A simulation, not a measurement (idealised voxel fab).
Process module name: voxel spacer lines
The cross-section shown here is cut; it is 300 nm wide and divided into square cells measuring 5 nm on a side.
Cross-section format: a grid of square cells, given as bands from top to bottom; each band is one or more rows of cells.
What a band's entry tells you: where the top is and where the bottom is, as heights in nm, and after that what lies inside, material by material from left to right, each with its width in nm. Empty space is written as the word "empty", and a single material marked with the word "throughout" occupies the band from edge to edge.
A quick word on heights: they are counted from 0, and under that level the wafer as it came to us is one material throughout. The lowest band is different from the rest in having no bottom; it simply continues downward, written as in "0 -> down".
The notation "30..40" denotes a width that varies across the rows of cells in the band, beginning at the first number in the top row, finishing at the second number in the bottom row, and changing by an identical amount from each row to the next.
Where a step carries "remained the same", the cross-section came out of it unchanged, cell for cell.
Enclosed void entries: empty space of 8 cells or more with no open way to the top, each as width x height at its distance from the left edge, in nm
Whatever follows a step's settings on its line is a remark the simulator itself makes about that step.
On any step carrying a mask, the "overlay nm" setting, if present on the step's line, tells how far right of its planned place the mask lay; negative values point to the left.

### Set out below are the planned steps of the process
1 RECEIVE [material Si]
2 CONFORMAL_DEP [material Al2O3] [thk nm 10]
3 DIRECTIONAL_DEP [material W] [thk nm 15]
4 DIRECTIONAL_DEP [material polySi] [thk nm 25]
5 PATTERN [tone cover] [mask id MANDREL] [material resist] [width nm 15] [pitch nm 50] [thk nm 30] [overlay nm 0]
6 DIRECTIONAL_ETCH [etch materials polySi] [depth nm 25]
7 STRIP [etch materials resist]
8 CONFORMAL_DEP [material SiO2] [thk nm 10]
9 DIRECTIONAL_ETCH [etch materials SiO2] [depth nm 10]
10 STRIP [etch materials polySi]
11 DIRECTIONAL_ETCH [etch materials W] [depth nm 15]
12 STRIP [etch materials SiO2]
13 FILL_DEP [material SiO2] [thk nm 5]
14 CMP [height nm 25]

### Below: the first of two wafers, run as planned

### As-received wafer cross-section (after step 1)
    0 -> down: Si throughout
    Enclosed void entries: none

### Wafer section view after processing step 2
    10 -> 0: Al2O3 throughout
    Note: structure below 0 unchanged.

### Wafer section view after processing step 3
    25 -> 10: W throughout
    Note: structure below 10 unchanged.

### Wafer section view after processing step 4
    50 -> 25: polySi throughout
    Note: structure below 25 unchanged.

### Wafer section view after processing step 5
    80 -> 50: empty 115 nm; resist 15 nm; empty 35 nm; resist 15 nm; empty 120 nm
    Note: structure below 50 unchanged.

### Wafer section view after processing step 6
    80 -> 50: empty 115 nm; resist 15 nm; empty 35 nm; resist 15 nm; empty 120 nm
    50 -> 25: empty 115 nm; polySi 15 nm; empty 35 nm; polySi 15 nm; empty 120 nm
    Note: structure below 25 unchanged.

### Wafer section view after processing step 7
    50 -> 25: empty 115 nm; polySi 15 nm; empty 35 nm; polySi 15 nm; empty 120 nm
    Note: structure below 25 unchanged.

### Wafer section view after processing step 8
    60 -> 50: empty 105 nm; SiO2 35 nm; empty 15 nm; SiO2 35 nm; empty 110 nm
    50 -> 35: empty 105 nm; SiO2 10 nm; polySi 15 nm; SiO2 10 nm; empty 15 nm; SiO2 10 nm; polySi 15 nm; SiO2 10 nm; empty 110 nm
    35 -> 25: SiO2 115 nm; polySi 15 nm; SiO2 35 nm; polySi 15 nm; SiO2 120 nm
    Note: structure below 25 unchanged.

### Wafer section view after processing step 9
    50 -> 25: empty 105 nm; SiO2 10 nm; polySi 15 nm; SiO2 10 nm; empty 15 nm; SiO2 10 nm; polySi 15 nm; SiO2 10 nm; empty 110 nm
    Note: structure below 25 unchanged.

### Wafer section view after processing step 10
    50 -> 25: empty 105 nm; SiO2 10 nm; empty 15 nm; SiO2 10 nm; empty 15 nm; SiO2 10 nm; empty 15 nm; SiO2 10 nm; empty 110 nm
    Note: structure below 25 unchanged.

### Wafer section view after processing step 11
    50 -> 25: empty 105 nm; SiO2 10 nm; empty 15 nm; SiO2 10 nm; empty 15 nm; SiO2 10 nm; empty 15 nm; SiO2 10 nm; empty 110 nm
    25 -> 10: empty 105 nm; W 10 nm; empty 15 nm; W 10 nm; empty 15 nm; W 10 nm; empty 15 nm; W 10 nm; empty 110 nm
    Note: structure below 10 unchanged.

### Wafer section view after processing step 12
    25 -> 10: empty 105 nm; W 10 nm; empty 15 nm; W 10 nm; empty 15 nm; W 10 nm; empty 15 nm; W 10 nm; empty 110 nm
    Note: structure below 10 unchanged.

### Wafer section view after processing step 13
    30 -> 25: SiO2 throughout
    25 -> 10: SiO2 105 nm; W 10 nm; SiO2 15 nm; W 10 nm; SiO2 15 nm; W 10 nm; SiO2 15 nm; W 10 nm; SiO2 110 nm
    Note: structure below 10 unchanged.

### Wafer section view after processing step 14
    25 -> 10: SiO2 105 nm; W 10 nm; SiO2 15 nm; W 10 nm; SiO2 15 nm; W 10 nm; SiO2 15 nm; W 10 nm; SiO2 110 nm
    Note: structure below 10 unchanged.

### Second Wafer (Identical Start and Plan, One Processing Error; Matches First Wafer Through Step 11)

Second wafer profile in section, at the moment step 12 of the plan was meant to be complete: remained the same

### Second wafer profile in section, at the moment step 13 of the plan was meant to be complete
    55 -> 25: SiO2 throughout
    25 -> 10: SiO2 105 nm; W 10 nm; SiO2 15 nm; W 10 nm; SiO2 15 nm; W 10 nm; SiO2 15 nm; W 10 nm; SiO2 110 nm
    Note: structure below 10 unchanged.

### Second wafer profile in section, at the moment step 14 of the plan was meant to be complete
    25 -> 10: SiO2 105 nm; W 10 nm; SiO2 15 nm; W 10 nm; SiO2 15 nm; W 10 nm; SiO2 15 nm; W 10 nm; SiO2 110 nm
    Note: structure below 10 unchanged.
Diagnosis: heads up, step 12 of the plan was skipped and never actually ran
The final cross-section is the same for the two wafers, so this model computes the same thing whether or not the mistake was made.
